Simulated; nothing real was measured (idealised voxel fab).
Proc. module: voxel transistor to metal
The cross-section shown here is cut; it is 205 nm wide and divided into square cells measuring 5 nm on a side.
If you're reading a cross-section in this doc, picture square cells in a grid; it comes to you as bands, top ones listed first down to the bottom, and a band can be one or more rows of cells. Band: top and bottom heights (nm) first, top before bottom; then materials from left to right, widths in nm. "edge to edge" marks a sole material filling the band edge to edge. "blank" denotes empty space. The reference from which all heights are counted is 0, the level beneath which the as-received wafer is entirely one material; the lowest band, having no lower bound, proceeds downward and is written after the example "z 0 and below". Width "30->40": first value at the band's top row of cells, second value at its bottom row, equal change from row to row. "remained the same" for a step: no cell of the cross-section changed in that step. Empty spaces counting at least 8 cells and having no open way to the top are listed in "Sealed internal voids". The notation width x height at distance is used for each, the distance being from the left edge and all three values in nm. Anything after a step's settings on that line? It's the simulator's own note about the step. "overlay nm", when on a step's line for a step with a mask, measures how far to the right of its planned place the mask lay; a negative measure means to the left.
# Here's what the planned process steps look like
| 1 | RECEIVE,material Si |
| 2 | OXIDIZE,depth nm 5 |
| 3 | CONFORMAL_DEP,material SiN,thk nm 10 |
| 4 | MASKED_ETCH,tone cover,mask id ACTIVE,width nm 95,etch materials SiN,depth nm 10,overlay nm 0 |
| 5 | MASKED_ETCH,tone cover,mask id ACTIVE,width nm 95,etch materials SiO2,depth nm 5,overlay nm 0 |
| 6 | MASKED_ETCH,tone cover,mask id ACTIVE,width nm 95,etch materials Si,depth nm 30,overlay nm 0 |
| 7 | OXIDIZE,depth nm 5 |
| 8 | FILL_DEP,material SiO2,thk nm 5 |
| 9 | CMP,height nm 10 |
| 10 | SELECTIVE_ETCH,etch materials SiO2,depth nm 5 |
| 11 | STRIP,etch materials SiN |
| 12 | SELECTIVE_ETCH,etch materials SiO2,depth nm 5 |
| 13 | OXIDIZE,depth nm 5 |
| 14 | DIRECTIONAL_DEP,material polySi,thk nm 20 |
| 15 | DIRECTIONAL_DEP,material SiCN,thk nm 10 |
| 16 | MASKED_ETCH,tone cover,mask id GATE,width nm 25,etch materials SiCN,depth nm 20,overlay nm 0 |
| 17 | MASKED_ETCH,tone cover,mask id GATE,width nm 25,etch materials polySi,depth nm 30,overlay nm 0 |
| 18 | CONFORMAL_DEP,material SiO2,thk nm 5 |
| 19 | DIRECTIONAL_ETCH,etch materials SiO2,depth nm 5 |
| 20 | CONFORMAL_DEP,material SiN,thk nm 5 |
| 21 | DIRECTIONAL_ETCH,etch materials SiN,depth nm 5 |
| 22 | DIRECTIONAL_ETCH,etch materials SiO2,depth nm 5 |
| 23 | EPI,material pSi,thk nm 5 |
| 24 | FILL_DEP,material SiO2,thk nm 10 |
| 25 | CMP,height nm 25 |
| 26 | DIRECTIONAL_DEP,material SiO2,thk nm 10 |
| 27 | DIRECTIONAL_DEP,material aC,thk nm 15 |
| 28 | PATTERN,tone open,mask id CONTACT,material resist,width nm 15,pitch nm 70,thk nm 35,overlay nm 0 |
| 29 | DIRECTIONAL_ETCH,etch materials aC,depth nm 15 |
| 30 | STRIP,etch materials resist |
| 31 | DIRECTIONAL_ETCH,etch materials SiO2,depth nm 40 |
| 32 | STRIP,etch materials aC |
| 33 | CONFORMAL_DEP,material TiN,thk nm 5 |
| 34 | FILL_DEP,material W,thk nm 10 |
| 35 | CMP,height nm 35 |
| 36 | CONFORMAL_DEP,material SiCN,thk nm 5 |
| 37 | DIRECTIONAL_DEP,material lowk,thk nm 20 |
| 38 | MASKED_ETCH,tone open,mask id METAL_1,width nm 15,pitch nm 70,etch materials lowk,depth nm 20,overlay nm 0 |
| 39 | MASKED_ETCH,tone open,mask id METAL_1,width nm 15,pitch nm 70,etch materials SiCN,depth nm 5,overlay nm 0 |
| 40 | CONFORMAL_DEP,material TiN,thk nm 5 |
| 41 | FILL_DEP,material Cu,thk nm 10 |
| 42 | CMP,height nm 60 |
| 43 | CONFORMAL_DEP,material SiN,thk nm 5 |
# On the first of the two wafers: run conducted according to plan
# Wafer at receipt (post step 1), cross-section
  z 0 and below  Si edge to edge
  Sealed internal voids: none
# The following cross-section depicts the wafer upon completion of step 2
  z 0 to -5  SiO2 edge to edge
  Under -5: no change, same as before.
# The following cross-section depicts the wafer upon completion of step 3
  z 10 to 0  SiN edge to edge
  Under 0: no change, same as before.
# The following cross-section depicts the wafer upon completion of step 4
  z 10 to 0  55 blank, 95 SiN, 55 blank
  Under 0: no change, same as before.
# The following cross-section depicts the wafer upon completion of step 5
  z 10 to 0  55 blank, 95 SiN, 55 blank
  z 0 to -5  55 blank, 95 SiO2, 55 blank
  Under -5: no change, same as before.
# The following cross-section depicts the wafer upon completion of step 6
  z 10 to 0  55 blank, 95 SiN, 55 blank
  z 0 to -5  55 blank, 95 SiO2, 55 blank
  z -5 to -35  55 blank, 95 Si, 55 blank
  Under -35: no change, same as before.
# The following cross-section depicts the wafer upon completion of step 7
  z 10 to 0  55 blank, 95 SiN, 55 blank
  z 0 to -5  55 blank, 95 SiO2, 55 blank
  z -5 to -35  55 blank, 5 SiO2, 85 Si, 5 SiO2, 55 blank
  z -35 to -40  60 SiO2, 85 Si, 60 SiO2
  Under -40: no change, same as before.
# The following cross-section depicts the wafer upon completion of step 8
  z 15 to 10  SiO2 edge to edge
  z 10 to 0  55 SiO2, 95 SiN, 55 SiO2
  z 0 to -5  SiO2 edge to edge
  z -5 to -40  60 SiO2, 85 Si, 60 SiO2
  Under -40: no change, same as before.
# The following cross-section depicts the wafer upon completion of step 9
  z 10 to 0  55 SiO2, 95 SiN, 55 SiO2
  Under 0: no change, same as before.
# The following cross-section depicts the wafer upon completion of step 10
  z 10 to 5  55 blank, 95 SiN, 55 blank
  Under 5: no change, same as before.
# The following cross-section depicts the wafer upon completion of step 11
  z 5 to 0  55 SiO2, 95 blank, 55 SiO2
  Under 0: no change, same as before.
# The following cross-section depicts the wafer upon completion of step 12
  z 0 to -5  50 SiO2, 105 blank, 50 SiO2
  Under -5: no change, same as before.
# The following cross-section depicts the wafer upon completion of step 13
  z 0 to -5  50 SiO2, 105 blank, 50 SiO2
  z -5 to -10  SiO2 edge to edge
  Under -10: no change, same as before.
# The following cross-section depicts the wafer upon completion of step 14
  z 20 to 15  50 polySi, 105 blank, 50 polySi
  z 15 to 0  polySi edge to edge
  z 0 to -5  50 SiO2, 105 polySi, 50 SiO2
  Under -5: no change, same as before.
# The following cross-section depicts the wafer upon completion of step 15
  z 30 to 25  50 SiCN, 105 blank, 50 SiCN
  z 25 to 20  SiCN edge to edge
  z 20 to 15  50 polySi, 105 SiCN, 50 polySi
  Under 15: no change, same as before.
# The following cross-section depicts the wafer upon completion of step 16
  z 25 to 20  90 blank, 25 SiCN, 90 blank
  z 20 to 15  50 polySi, 40 blank, 25 SiCN, 40 blank, 50 polySi
  Under 15: no change, same as before.
# The following cross-section depicts the wafer upon completion of step 17
  z 25 to 15  90 blank, 25 SiCN, 90 blank
  z 15 to 0  90 blank, 25 polySi, 90 blank
  z 0 to -5  50 SiO2, 40 blank, 25 polySi, 40 blank, 50 SiO2
  Under -5: no change, same as before.
# The following cross-section depicts the wafer upon completion of step 18
  z 30 to 25  85 blank, 35 SiO2, 85 blank
  z 25 to 15  85 blank, 5 SiO2, 25 SiCN, 5 SiO2, 85 blank
  z 15 to 5  85 blank, 5 SiO2, 25 polySi, 5 SiO2, 85 blank
  z 5 to 0  55 SiO2, 30 blank, 5 SiO2, 25 polySi, 5 SiO2, 30 blank, 55 SiO2
  z 0 to -5  90 SiO2, 25 polySi, 90 SiO2
  Under -5: no change, same as before.
# The following cross-section depicts the wafer upon completion of step 19
  z 25 to 15  85 blank, 5 SiO2, 25 SiCN, 5 SiO2, 85 blank
  z 15 to 0  85 blank, 5 SiO2, 25 polySi, 5 SiO2, 85 blank
  z 0 to -5  55 SiO2, 30 blank, 5 SiO2, 25 polySi, 5 SiO2, 30 blank, 55 SiO2
  Under -5: no change, same as before.
# The following cross-section depicts the wafer upon completion of step 20
  z 30 to 25  80 blank, 45 SiN, 80 blank
  z 25 to 15  80 blank, 5 SiN, 5 SiO2, 25 SiCN, 5 SiO2, 5 SiN, 80 blank
  z 15 to 5  80 blank, 5 SiN, 5 SiO2, 25 polySi, 5 SiO2, 5 SiN, 80 blank
  z 5 to 0  60 SiN, 20 blank, 5 SiN, 5 SiO2, 25 polySi, 5 SiO2, 5 SiN, 20 blank, 60 SiN
  z 0 to -5  55 SiO2, 30 SiN, 5 SiO2, 25 polySi, 5 SiO2, 30 SiN, 55 SiO2
  Under -5: no change, same as before.
# The following cross-section depicts the wafer upon completion of step 21
  z 25 to 15  80 blank, 5 SiN, 5 SiO2, 25 SiCN, 5 SiO2, 5 SiN, 80 blank
  z 15 to 0  80 blank, 5 SiN, 5 SiO2, 25 polySi, 5 SiO2, 5 SiN, 80 blank
  z 0 to -5  55 SiO2, 5 SiN, 20 blank, 5 SiN, 5 SiO2, 25 polySi, 5 SiO2, 5 SiN, 20 blank, 5 SiN, 55 SiO2
  Under -5: no change, same as before.
# The following cross-section depicts the wafer upon completion of step 22
  z 25 to 20  80 blank, 5 SiN, 5 blank, 25 SiCN, 5 blank, 5 SiN, 80 blank
  z 20 to 15  80 blank, 5 SiN, 5 SiO2, 25 SiCN, 5 SiO2, 5 SiN, 80 blank
  z 15 to 0  80 blank, 5 SiN, 5 SiO2, 25 polySi, 5 SiO2, 5 SiN, 80 blank
  z 0 to -5  55 blank, 5 SiN, 20 blank, 5 SiN, 5 SiO2, 25 polySi, 5 SiO2, 5 SiN, 20 blank, 5 SiN, 55 blank
  z -5 to -10  60 SiO2, 20 blank, 45 SiO2, 20 blank, 60 SiO2
  Under -10: no change, same as before.
# The following cross-section depicts the wafer upon completion of step 23
  z 25 to 20  80 blank, 5 SiN, 5 blank, 25 SiCN, 5 blank, 5 SiN, 80 blank
  z 20 to 15  80 blank, 5 SiN, 5 SiO2, 25 SiCN, 5 SiO2, 5 SiN, 80 blank
  z 15 to 0  80 blank, 5 SiN, 5 SiO2, 25 polySi, 5 SiO2, 5 SiN, 80 blank
  z 0 to -5  55 blank, 5 SiN, 20 blank, 5 SiN, 5 SiO2, 25 polySi, 5 SiO2, 5 SiN, 20 blank, 5 SiN, 55 blank
  z -5 to -10  60 SiO2, 20 pSi, 45 SiO2, 20 pSi, 60 SiO2
  Under -10: no change, same as before.
# The following cross-section depicts the wafer upon completion of step 24
  z 35 to 25  SiO2 edge to edge
  z 25 to 15  80 SiO2, 5 SiN, 5 SiO2, 25 SiCN, 5 SiO2, 5 SiN, 80 SiO2
  z 15 to 0  80 SiO2, 5 SiN, 5 SiO2, 25 polySi, 5 SiO2, 5 SiN, 80 SiO2
  z 0 to -5  55 SiO2, 5 SiN, 20 SiO2, 5 SiN, 5 SiO2, 25 polySi, 5 SiO2, 5 SiN, 20 SiO2, 5 SiN, 55 SiO2
  Under -5: no change, same as before.
# The following cross-section depicts the wafer upon completion of step 25
  z 25 to 15  80 SiO2, 5 SiN, 5 SiO2, 25 SiCN, 5 SiO2, 5 SiN, 80 SiO2
  Under 15: no change, same as before.
# The following cross-section depicts the wafer upon completion of step 26
  z 35 to 25  SiO2 edge to edge
  Under 25: no change, same as before.
# The following cross-section depicts the wafer upon completion of step 27
  z 50 to 35  aC edge to edge
  Under 35: no change, same as before.
# The following cross-section depicts the wafer upon completion of step 28
  z 85 to 50  60 resist, 15 blank, 55 resist, 15 blank, 60 resist
  Under 50: no change, same as before.
# The following cross-section depicts the wafer upon completion of step 29
  z 70 to 50  60 resist, 15 blank, 55 resist, 15 blank, 60 resist
  z 50 to 35  60 aC, 15 blank, 55 aC, 15 blank, 60 aC
  Under 35: no change, same as before.
# The following cross-section depicts the wafer upon completion of step 30
  z 50 to 35  60 aC, 15 blank, 55 aC, 15 blank, 60 aC
  Under 35: no change, same as before.
# The following cross-section depicts the wafer upon completion of step 31
  z 50 to 35  60 aC, 15 blank, 55 aC, 15 blank, 60 aC
  z 35 to 25  60 SiO2, 15 blank, 55 SiO2, 15 blank, 60 SiO2
  z 25 to 15  60 SiO2, 15 blank, 5 SiO2, 5 SiN, 5 SiO2, 25 SiCN, 5 SiO2, 5 SiN, 5 SiO2, 15 blank, 60 SiO2
  z 15 to 0  60 SiO2, 15 blank, 5 SiO2, 5 SiN, 5 SiO2, 25 polySi, 5 SiO2, 5 SiN, 5 SiO2, 15 blank, 60 SiO2
  z 0 to -5  55 SiO2, 5 SiN, 15 blank, 5 SiO2, 5 SiN, 5 SiO2, 25 polySi, 5 SiO2, 5 SiN, 5 SiO2, 15 blank, 5 SiN, 55 SiO2
  Under -5: no change, same as before.
# The following cross-section depicts the wafer upon completion of step 32
  z 35 to 25  60 SiO2, 15 blank, 55 SiO2, 15 blank, 60 SiO2
  Under 25: no change, same as before.
# The following cross-section depicts the wafer upon completion of step 33
  z 40 to 35  65 TiN, 5 blank, 65 TiN, 5 blank, 65 TiN
  z 35 to 25  60 SiO2, 5 TiN, 5 blank, 5 TiN, 55 SiO2, 5 TiN, 5 blank, 5 TiN, 60 SiO2
  z 25 to 15  60 SiO2, 5 TiN, 5 blank, 5 TiN, 5 SiO2, 5 SiN, 5 SiO2, 25 SiCN, 5 SiO2, 5 SiN, 5 SiO2, 5 TiN, 5 blank, 5 TiN, 60 SiO2
  z 15 to 0  60 SiO2, 5 TiN, 5 blank, 5 TiN, 5 SiO2, 5 SiN, 5 SiO2, 25 polySi, 5 SiO2, 5 SiN, 5 SiO2, 5 TiN, 5 blank, 5 TiN, 60 SiO2
  z 0 to -5  55 SiO2, 5 SiN, 15 TiN, 5 SiO2, 5 SiN, 5 SiO2, 25 polySi, 5 SiO2, 5 SiN, 5 SiO2, 15 TiN, 5 SiN, 55 SiO2
  Under -5: no change, same as before.
# The following cross-section depicts the wafer upon completion of step 34
  z 50 to 40  W edge to edge
  z 40 to 35  65 TiN, 5 W, 65 TiN, 5 W, 65 TiN
  z 35 to 25  60 SiO2, 5 TiN, 5 W, 5 TiN, 55 SiO2, 5 TiN, 5 W, 5 TiN, 60 SiO2
  z 25 to 15  60 SiO2, 5 TiN, 5 W, 5 TiN, 5 SiO2, 5 SiN, 5 SiO2, 25 SiCN, 5 SiO2, 5 SiN, 5 SiO2, 5 TiN, 5 W, 5 TiN, 60 SiO2
  z 15 to 0  60 SiO2, 5 TiN, 5 W, 5 TiN, 5 SiO2, 5 SiN, 5 SiO2, 25 polySi, 5 SiO2, 5 SiN, 5 SiO2, 5 TiN, 5 W, 5 TiN, 60 SiO2
  Under 0: no change, same as before.
# The following cross-section depicts the wafer upon completion of step 35
  z 35 to 25  60 SiO2, 5 TiN, 5 W, 5 TiN, 55 SiO2, 5 TiN, 5 W, 5 TiN, 60 SiO2
  Under 25: no change, same as before.
# The following cross-section depicts the wafer upon completion of step 36
  z 40 to 35  SiCN edge to edge
  Under 35: no change, same as before.
# The following cross-section depicts the wafer upon completion of step 37
  z 60 to 40  lowk edge to edge
  Under 40: no change, same as before.
# The following cross-section depicts the wafer upon completion of step 38
  z 60 to 40  60 lowk, 15 blank, 55 lowk, 15 blank, 60 lowk
  Under 40: no change, same as before.
# The following cross-section depicts the wafer upon completion of step 39
  z 60 to 40  60 lowk, 15 blank, 55 lowk, 15 blank, 60 lowk
  z 40 to 35  60 SiCN, 15 blank, 55 SiCN, 15 blank, 60 SiCN
  Under 35: no change, same as before.
# The following cross-section depicts the wafer upon completion of step 40
  z 65 to 60  65 TiN, 5 blank, 65 TiN, 5 blank, 65 TiN
  z 60 to 40  60 lowk, 5 TiN, 5 blank, 5 TiN, 55 lowk, 5 TiN, 5 blank, 5 TiN, 60 lowk
  z 40 to 35  60 SiCN, 15 TiN, 55 SiCN, 15 TiN, 60 SiCN
  Under 35: no change, same as before.
# The following cross-section depicts the wafer upon completion of step 41
  z 75 to 65  Cu edge to edge
  z 65 to 60  65 TiN, 5 Cu, 65 TiN, 5 Cu, 65 TiN
  z 60 to 40  60 lowk, 5 TiN, 5 Cu, 5 TiN, 55 lowk, 5 TiN, 5 Cu, 5 TiN, 60 lowk
  Under 40: no change, same as before.
# The following cross-section depicts the wafer upon completion of step 42
  z 60 to 40  60 lowk, 5 TiN, 5 Cu, 5 TiN, 55 lowk, 5 TiN, 5 Cu, 5 TiN, 60 lowk
  Under 40: no change, same as before.
# The following cross-section depicts the wafer upon completion of step 43
  z 65 to 60  SiN edge to edge
  Under 60: no change, same as before.
# Second Wafer (Identical Start and Plan, One Processing Error; Matches First Wafer Through Step 10)
# Cross-section of the second wafer at the time step 11 of the plan should have ended
  z 10 to 0  55 blank, 95 SiN, 55 blank
  Under 0: no change, same as before.
# Cross-section of the second wafer at the time step 12 of the plan should have ended
  z 0 to -5  SiO2 edge to edge
  Under -5: no change, same as before.
Cross-section of the second wafer at the time step 13 of the plan should have ended: remained the same
# Cross-section of the second wafer at the time step 14 of the plan should have ended
  z 20 to 0  polySi edge to edge
  Under 0: no change, same as before.
# Cross-section of the second wafer at the time step 15 of the plan should have ended
  z 30 to 20  SiCN edge to edge
  Under 20: no change, same as before.
# Cross-section of the second wafer at the time step 16 of the plan should have ended
  z 30 to 20  90 blank, 25 SiCN, 90 blank
  Under 20: no change, same as before.
# Cross-section of the second wafer at the time step 17 of the plan should have ended
  z 30 to 20  90 blank, 25 SiCN, 90 blank
  z 20 to 0  90 blank, 25 polySi, 90 blank
  Under 0: no change, same as before.
# Cross-section of the second wafer at the time step 18 of the plan should have ended
  z 35 to 30  85 blank, 35 SiO2, 85 blank
  z 30 to 20  85 blank, 5 SiO2, 25 SiCN, 5 SiO2, 85 blank
  z 20 to 5  85 blank, 5 SiO2, 25 polySi, 5 SiO2, 85 blank
  z 5 to 0  90 SiO2, 25 polySi, 90 SiO2
  Under 0: no change, same as before.
# Cross-section of the second wafer at the time step 19 of the plan should have ended
  z 30 to 20  85 blank, 5 SiO2, 25 SiCN, 5 SiO2, 85 blank
  z 20 to 0  85 blank, 5 SiO2, 25 polySi, 5 SiO2, 85 blank
  Under 0: no change, same as before.
# Cross-section of the second wafer at the time step 20 of the plan should have ended
  z 35 to 30  80 blank, 45 SiN, 80 blank
  z 30 to 20  80 blank, 5 SiN, 5 SiO2, 25 SiCN, 5 SiO2, 5 SiN, 80 blank
  z 20 to 5  80 blank, 5 SiN, 5 SiO2, 25 polySi, 5 SiO2, 5 SiN, 80 blank
  z 5 to 0  85 SiN, 5 SiO2, 25 polySi, 5 SiO2, 85 SiN
  Under 0: no change, same as before.
# Cross-section of the second wafer at the time step 21 of the plan should have ended
  z 30 to 20  80 blank, 5 SiN, 5 SiO2, 25 SiCN, 5 SiO2, 5 SiN, 80 blank
  z 20 to 0  80 blank, 5 SiN, 5 SiO2, 25 polySi, 5 SiO2, 5 SiN, 80 blank
  Under 0: no change, same as before.
# Cross-section of the second wafer at the time step 22 of the plan should have ended
  z 30 to 25  80 blank, 5 SiN, 5 blank, 25 SiCN, 5 blank, 5 SiN, 80 blank
  z 25 to 20  80 blank, 5 SiN, 5 SiO2, 25 SiCN, 5 SiO2, 5 SiN, 80 blank
  z 20 to 0  80 blank, 5 SiN, 5 SiO2, 25 polySi, 5 SiO2, 5 SiN, 80 blank
  z 0 to -5  80 blank, 45 SiO2, 80 blank
  Under -5: no change, same as before.
# Cross-section of the second wafer at the time step 23 of the plan should have ended
  z 30 to 25  80 blank, 5 SiN, 5 blank, 25 SiCN, 5 blank, 5 SiN, 80 blank
  z 25 to 20  80 blank, 5 SiN, 5 SiO2, 25 SiCN, 5 SiO2, 5 SiN, 80 blank
  z 20 to 0  80 blank, 5 SiN, 5 SiO2, 25 polySi, 5 SiO2, 5 SiN, 80 blank
  z 0 to -5  55 blank, 25 pSi, 45 SiO2, 25 pSi, 55 blank
  Under -5: no change, same as before.
# Cross-section of the second wafer at the time step 24 of the plan should have ended
  z 40 to 30  SiO2 edge to edge
  z 30 to 20  80 SiO2, 5 SiN, 5 SiO2, 25 SiCN, 5 SiO2, 5 SiN, 80 SiO2
  z 20 to 0  80 SiO2, 5 SiN, 5 SiO2, 25 polySi, 5 SiO2, 5 SiN, 80 SiO2
  z 0 to -5  55 SiO2, 25 pSi, 45 SiO2, 25 pSi, 55 SiO2
  Under -5: no change, same as before.
# Cross-section of the second wafer at the time step 25 of the plan should have ended
  z 25 to 20  80 SiO2, 5 SiN, 5 SiO2, 25 SiCN, 5 SiO2, 5 SiN, 80 SiO2
  Under 20: no change, same as before.
# Cross-section of the second wafer at the time step 26 of the plan should have ended
  z 35 to 25  SiO2 edge to edge
  Under 25: no change, same as before.
# Cross-section of the second wafer at the time step 27 of the plan should have ended
  z 50 to 35  aC edge to edge
  Under 35: no change, same as before.
# Cross-section of the second wafer at the time step 28 of the plan should have ended
  z 85 to 50  60 resist, 15 blank, 55 resist, 15 blank, 60 resist
  Under 50: no change, same as before.
# Cross-section of the second wafer at the time step 29 of the plan should have ended
  z 70 to 50  60 resist, 15 blank, 55 resist, 15 blank, 60 resist
  z 50 to 35  60 aC, 15 blank, 55 aC, 15 blank, 60 aC
  Under 35: no change, same as before.
# Cross-section of the second wafer at the time step 30 of the plan should have ended
  z 50 to 35  60 aC, 15 blank, 55 aC, 15 blank, 60 aC
  Under 35: no change, same as before.
# Cross-section of the second wafer at the time step 31 of the plan should have ended
  z 50 to 35  60 aC, 15 blank, 55 aC, 15 blank, 60 aC
  z 35 to 25  60 SiO2, 15 blank, 55 SiO2, 15 blank, 60 SiO2
  z 25 to 20  60 SiO2, 15 blank, 5 SiO2, 5 SiN, 5 SiO2, 25 SiCN, 5 SiO2, 5 SiN, 5 SiO2, 15 blank, 60 SiO2
  z 20 to 0  60 SiO2, 15 blank, 5 SiO2, 5 SiN, 5 SiO2, 25 polySi, 5 SiO2, 5 SiN, 5 SiO2, 15 blank, 60 SiO2
  Under 0: no change, same as before.
# Cross-section of the second wafer at the time step 32 of the plan should have ended
  z 35 to 25  60 SiO2, 15 blank, 55 SiO2, 15 blank, 60 SiO2
  Under 25: no change, same as before.
# Cross-section of the second wafer at the time step 33 of the plan should have ended
  z 40 to 35  65 TiN, 5 blank, 65 TiN, 5 blank, 65 TiN
  z 35 to 25  60 SiO2, 5 TiN, 5 blank, 5 TiN, 55 SiO2, 5 TiN, 5 blank, 5 TiN, 60 SiO2
  z 25 to 20  60 SiO2, 5 TiN, 5 blank, 5 TiN, 5 SiO2, 5 SiN, 5 SiO2, 25 SiCN, 5 SiO2, 5 SiN, 5 SiO2, 5 TiN, 5 blank, 5 TiN, 60 SiO2
  z 20 to 5  60 SiO2, 5 TiN, 5 blank, 5 TiN, 5 SiO2, 5 SiN, 5 SiO2, 25 polySi, 5 SiO2, 5 SiN, 5 SiO2, 5 TiN, 5 blank, 5 TiN, 60 SiO2
  z 5 to 0  60 SiO2, 15 TiN, 5 SiO2, 5 SiN, 5 SiO2, 25 polySi, 5 SiO2, 5 SiN, 5 SiO2, 15 TiN, 60 SiO2
  Under 0: no change, same as before.
# Cross-section of the second wafer at the time step 34 of the plan should have ended
  z 50 to 40  W edge to edge
  z 40 to 35  65 TiN, 5 W, 65 TiN, 5 W, 65 TiN
  z 35 to 25  60 SiO2, 5 TiN, 5 W, 5 TiN, 55 SiO2, 5 TiN, 5 W, 5 TiN, 60 SiO2
  z 25 to 20  60 SiO2, 5 TiN, 5 W, 5 TiN, 5 SiO2, 5 SiN, 5 SiO2, 25 SiCN, 5 SiO2, 5 SiN, 5 SiO2, 5 TiN, 5 W, 5 TiN, 60 SiO2
  z 20 to 5  60 SiO2, 5 TiN, 5 W, 5 TiN, 5 SiO2, 5 SiN, 5 SiO2, 25 polySi, 5 SiO2, 5 SiN, 5 SiO2, 5 TiN, 5 W, 5 TiN, 60 SiO2
  Under 5: no change, same as before.
# Cross-section of the second wafer at the time step 35 of the plan should have ended
  z 35 to 25  60 SiO2, 5 TiN, 5 W, 5 TiN, 55 SiO2, 5 TiN, 5 W, 5 TiN, 60 SiO2
  Under 25: no change, same as before.
# Cross-section of the second wafer at the time step 36 of the plan should have ended
  z 40 to 35  SiCN edge to edge
  Under 35: no change, same as before.
# Cross-section of the second wafer at the time step 37 of the plan should have ended
  z 60 to 40  lowk edge to edge
  Under 40: no change, same as before.
# Cross-section of the second wafer at the time step 38 of the plan should have ended
  z 60 to 40  60 lowk, 15 blank, 55 lowk, 15 blank, 60 lowk
  Under 40: no change, same as before.
# Cross-section of the second wafer at the time step 39 of the plan should have ended
  z 60 to 40  60 lowk, 15 blank, 55 lowk, 15 blank, 60 lowk
  z 40 to 35  60 SiCN, 15 blank, 55 SiCN, 15 blank, 60 SiCN
  Under 35: no change, same as before.
# Cross-section of the second wafer at the time step 40 of the plan should have ended
  z 65 to 60  65 TiN, 5 blank, 65 TiN, 5 blank, 65 TiN
  z 60 to 40  60 lowk, 5 TiN, 5 blank, 5 TiN, 55 lowk, 5 TiN, 5 blank, 5 TiN, 60 lowk
  z 40 to 35  60 SiCN, 15 TiN, 55 SiCN, 15 TiN, 60 SiCN
  Under 35: no change, same as before.
# Cross-section of the second wafer at the time step 41 of the plan should have ended
  z 75 to 65  Cu edge to edge
  z 65 to 60  65 TiN, 5 Cu, 65 TiN, 5 Cu, 65 TiN
  z 60 to 40  60 lowk, 5 TiN, 5 Cu, 5 TiN, 55 lowk, 5 TiN, 5 Cu, 5 TiN, 60 lowk
  Under 40: no change, same as before.
# Cross-section of the second wafer at the time step 42 of the plan should have ended
  z 60 to 40  60 lowk, 5 TiN, 5 Cu, 5 TiN, 55 lowk, 5 TiN, 5 Cu, 5 TiN, 60 lowk
  Under 40: no change, same as before.
# Cross-section of the second wafer at the time step 43 of the plan should have ended
  z 65 to 60  SiN edge to edge
  Under 60: no change, same as before.
Processing error: a sequencing error occurred in which plan steps 11 and 12 were transposed
Wrapping up, a cell-based count of both wafers puts the second over or under the first for these materials: +17 Si | -5 SiCN | -4 SiN | -4 SiO2 | -4 TiN | -2 W | +2 pSi
